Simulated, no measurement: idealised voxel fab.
You're looking at the process module voxel gate over fins.
Cross-section cut spans 140 nm and uses square cells 5 nm in size.
Cross-sections here: square-cell grids, written as top-down lists of bands, a band being one or more rows of cells. In this notation a band is specified by the heights of its top and bottom, in that order and in nm, after which its materials appear from left to right, each paired with its width in nm. The word "everywhere" attached to a single material means that material fills the band from edge to edge; the word "blank" stands for empty space. The level at which height equals 0 is the one under which the wafer, as it arrives, is entirely one material. No lower edge exists for the bottom band, which continues downward and is notated as in "0..down". Quick explanation for "30->40": the width changes in equal steps down the rows of cells, from the first number in the band's top row to the second number in its bottom row. Where a step carries "no modifications", the cross-section came out of it unchanged, cell for cell. Closed-off voids of 8+ cells (no open route to the top) go in "Enclosed void list", written width x height at distance from the left edge, in nm. Past the settings on a step's line: simulator remark, on that step. "overlay nm" denotes, for a step that has a mask, the displacement of the mask to the right of its planned place, with negative values corresponding to the left.
**Intended process steps**
1. op RECEIVE | material Si
2. op CONFORMAL_DEP | material SiN | thk nm 5
3. op MASKED_ETCH | tone cover | mask id FINS | width nm 15 | pitch nm 45 | etch materials SiN | depth nm 5 | overlay nm 0
4. op MASKED_ETCH | tone cover | mask id FINS | width nm 15 | pitch nm 45 | etch materials Si | depth nm 30 | overlay nm 0
5. op OXIDIZE | depth nm 5
6. op FILL_DEP | material SiO2 | thk nm 5
7. op CMP | height nm 5
8. op SELECTIVE_ETCH | etch materials SiO2 | depth nm 20
9. op STRIP | etch materials SiN
10. op CONFORMAL_DEP | material HfO2 | thk nm 5
11. op CONFORMAL_DEP | material TiN | thk nm 5
12. op FILL_DEP | material W | thk nm 15
13. op CMP | height nm 20
14. op CONFORMAL_DEP | material SiN | thk nm 10
The value of depth nm given for step 4 in the plan refers to the first wafer; the wafers vary in this setting and are alike at the start.
**The first of several wafers as received, shown in cross-section; this is its state after step 1**
> 0..down  Si everywhere
> Enclosed void list: none
**Cross-section of the first of several wafers once the module has run through its last step, step 14**
> 30..20  SiN everywhere
> 20..10  W everywhere
> 10..5  10 nm W; 25 nm TiN; 20 nm W; 25 nm TiN; 20 nm W; 25 nm TiN; 15 nm W
> 5..0  10 nm W; 5 nm TiN; 15 nm HfO2; 5 nm TiN; 20 nm W; 5 nm TiN; 15 nm HfO2; 5 nm TiN; 20 nm W; 5 nm TiN; 15 nm HfO2; 5 nm TiN; 15 nm W
> 0..-5  10 nm W; 5 nm TiN; 5 nm HfO2; 5 nm Si; 5 nm HfO2; 5 nm TiN; 20 nm W; 5 nm TiN; 5 nm HfO2; 5 nm Si; 5 nm HfO2; 5 nm TiN; 20 nm W; 5 nm TiN; 5 nm HfO2; 5 nm Si; 5 nm HfO2; 5 nm TiN; 15 nm W
> -5..-10  15 nm TiN; 5 nm HfO2; 5 nm Si; 5 nm HfO2; 30 nm TiN; 5 nm HfO2; 5 nm Si; 5 nm HfO2; 30 nm TiN; 5 nm HfO2; 5 nm Si; 5 nm HfO2; 20 nm TiN
> -10..-15  20 nm HfO2; 5 nm Si; 40 nm HfO2; 5 nm Si; 40 nm HfO2; 5 nm Si; 25 nm HfO2
> -15..-35  20 nm SiO2; 5 nm Si; 40 nm SiO2; 5 nm Si; 40 nm SiO2; 5 nm Si; 25 nm SiO2
> -35..down  Si everywhere
> Enclosed void list: none
**Cross-section, last wafer, module completion**
> 30..20  SiN everywhere
> 20..10  W everywhere
> 10..5  10 nm W; 25 nm TiN; 20 nm W; 25 nm TiN; 20 nm W; 25 nm TiN; 15 nm W
> 5..0  10 nm W; 5 nm TiN; 15 nm HfO2; 5 nm TiN; 20 nm W; 5 nm TiN; 15 nm HfO2; 5 nm TiN; 20 nm W; 5 nm TiN; 15 nm HfO2; 5 nm TiN; 15 nm W
> 0..-5  10 nm W; 5 nm TiN; 5 nm HfO2; 5 nm Si; 5 nm HfO2; 5 nm TiN; 20 nm W; 5 nm TiN; 5 nm HfO2; 5 nm Si; 5 nm HfO2; 5 nm TiN; 20 nm W; 5 nm TiN; 5 nm HfO2; 5 nm Si; 5 nm HfO2; 5 nm TiN; 15 nm W
> -5..-10  15 nm TiN; 5 nm HfO2; 5 nm Si; 5 nm HfO2; 30 nm TiN; 5 nm HfO2; 5 nm Si; 5 nm HfO2; 30 nm TiN; 5 nm HfO2; 5 nm Si; 5 nm HfO2; 20 nm TiN
> -10..-15  20 nm HfO2; 5 nm Si; 40 nm HfO2; 5 nm Si; 40 nm HfO2; 5 nm Si; 25 nm HfO2
> -15..-60  20 nm SiO2; 5 nm Si; 40 nm SiO2; 5 nm Si; 40 nm SiO2; 5 nm Si; 25 nm SiO2
> -60..down  Si everywhere
> Enclosed void list: none
**Quick key for the table: a row per wafer, taken at the end of the module. For each material it tells you how many cells the wafer gained (+) or lost (-) since it came in, and the closed voids come after**
depth nm 30; +46 HfO2; -175 Si; +56 SiN; +100 SiO2; +46 TiN; +95 W; Enclosed void list: none
depth nm 35; +46 HfO2; -200 Si; +56 SiN; +125 SiO2; +46 TiN; +95 W; Enclosed void list: none
depth nm 40; +46 HfO2; -225 Si; +56 SiN; +150 SiO2; +46 TiN; +95 W; Enclosed void list: none
depth nm 45; +46 HfO2; -250 Si; +56 SiN; +175 SiO2; +46 TiN; +95 W; Enclosed void list: none
depth nm 50; +46 HfO2; -275 Si; +56 SiN; +200 SiO2; +46 TiN; +95 W; Enclosed void list: none
depth nm 55; +46 HfO2; -300 Si; +56 SiN; +225 SiO2; +46 TiN; +95 W; Enclosed void list: none
